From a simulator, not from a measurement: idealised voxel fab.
process module | voxel gate over fins
cross-section cut | 185 nm wide | cells 5 nm
A cross-section is a grid of square cells, given in bands from the top down. A band is one or more rows of cells.
Each band's line starts with the height of the band's top and of its bottom, in nm. Then come its materials from left to right, each with its width in nm. One material with "throughout" fills the band from edge to edge. "air" is empty space.
Height 0 is the level under which the wafer as received is all one material. The lowest band goes on downwards, as in "0 down".
A width such as "30 to 40" changes by the same amount from each row of cells to the next, from the band's top row to its bottom row.
"no change" after a step means that no cell of the cross-section changed.
closed voids: empty space of 8 cells or more with no open way to the top, each as width x height at its distance from the left edge, in nm
after a step's settings: what the simulator itself notes on the step
overlay nm, on a step with a mask: how far to the right of its planned place the mask lay; to the left if negative
plan
1 op RECEIVE | material Si
2 op CONFORMAL_DEP | material SiN | thk nm 5
3 op DIRECTIONAL_DEP | material aC | thk nm 10
4 op PATTERN | tone cover | mask id FINS | material resist | width nm 15 | pitch nm 60 | thk nm 25 | overlay nm 0
5 op DIRECTIONAL_ETCH | etch materials aC | depth nm 10
6 op STRIP | etch materials resist
7 op DIRECTIONAL_ETCH | etch materials SiN | depth nm 5
8 op DIRECTIONAL_ETCH | etch materials Si | depth nm 40
9 op STRIP | etch materials aC
10 op FILL_DEP | material SiO2 | thk nm 10
11 op CMP | height nm 5
12 op PATTERN | tone open | mask id RAIL | material resist | width nm 15 | thk nm 20 | overlay nm 0
13 op DIRECTIONAL_ETCH | etch materials SiO2 | depth nm 40
14 op STRIP | etch materials resist
15 op CONFORMAL_DEP | material TiN | thk nm 5
16 op FILL_DEP | material Ru | thk nm 5
17 op CMP | height nm 5
18 op SELECTIVE_ETCH | etch materials W Ru TiN | depth nm 30
19 op FILL_DEP | material SiO2 | thk nm 5
20 op CMP | height nm 5
21 op SELECTIVE_ETCH | etch materials SiO2 | depth nm 20
22 op STRIP | etch materials SiN
23 op CONFORMAL_DEP | material HfO2 | thk nm 5
24 op CONFORMAL_DEP | material TiN | thk nm 5
25 op FILL_DEP | material W | thk nm 15
26 op CMP | height nm 20
27 op CONFORMAL_DEP | material SiN | thk nm 10
as received, after step 1
  0 down: Si throughout
  closed voids: none
a wafer at the end: this start, this plan, one mistake
  30 to 20: SiN throughout
  20 to 10: W throughout
  10 to 5: W 45 | TiN 35 | W 25 | TiN 35 | W 45
  5 to 0: W 45 | TiN 5 | HfO2 25 | TiN 5 | W 25 | TiN 5 | HfO2 25 | TiN 5 | W 45
  0 to -15: W 45 | TiN 5 | HfO2 5 | Si 15 | HfO2 5 | TiN 5 | W 25 | TiN 5 | HfO2 5 | Si 15 | HfO2 5 | TiN 5 | W 45
  -15 to -20: W 45 | TiN 5 | HfO2 5 | Si 15 | HfO2 5 | TiN 35 | HfO2 5 | Si 15 | HfO2 5 | TiN 5 | W 45
  -20 to -25: W 45 | TiN 5 | HfO2 5 | Si 15 | HfO2 5 | TiN 5 | HfO2 25 | TiN 5 | HfO2 5 | Si 15 | HfO2 5 | TiN 5 | W 45
  -25 to -30: TiN 50 | HfO2 5 | Si 15 | HfO2 5 | TiN 5 | HfO2 5 | TiN 5 | Ru 5 | TiN 5 | HfO2 5 | TiN 5 | HfO2 5 | Si 15 | HfO2 5 | TiN 50
  -30 to -35: HfO2 55 | Si 15 | HfO2 15 | TiN 15 | HfO2 15 | Si 15 | HfO2 55
  -35 to -40: SiO2 55 | Si 15 | SiO2 45 | Si 15 | SiO2 55
  -40 down: Si throughout
  closed voids: none
what went wrong: step 21 was run twice
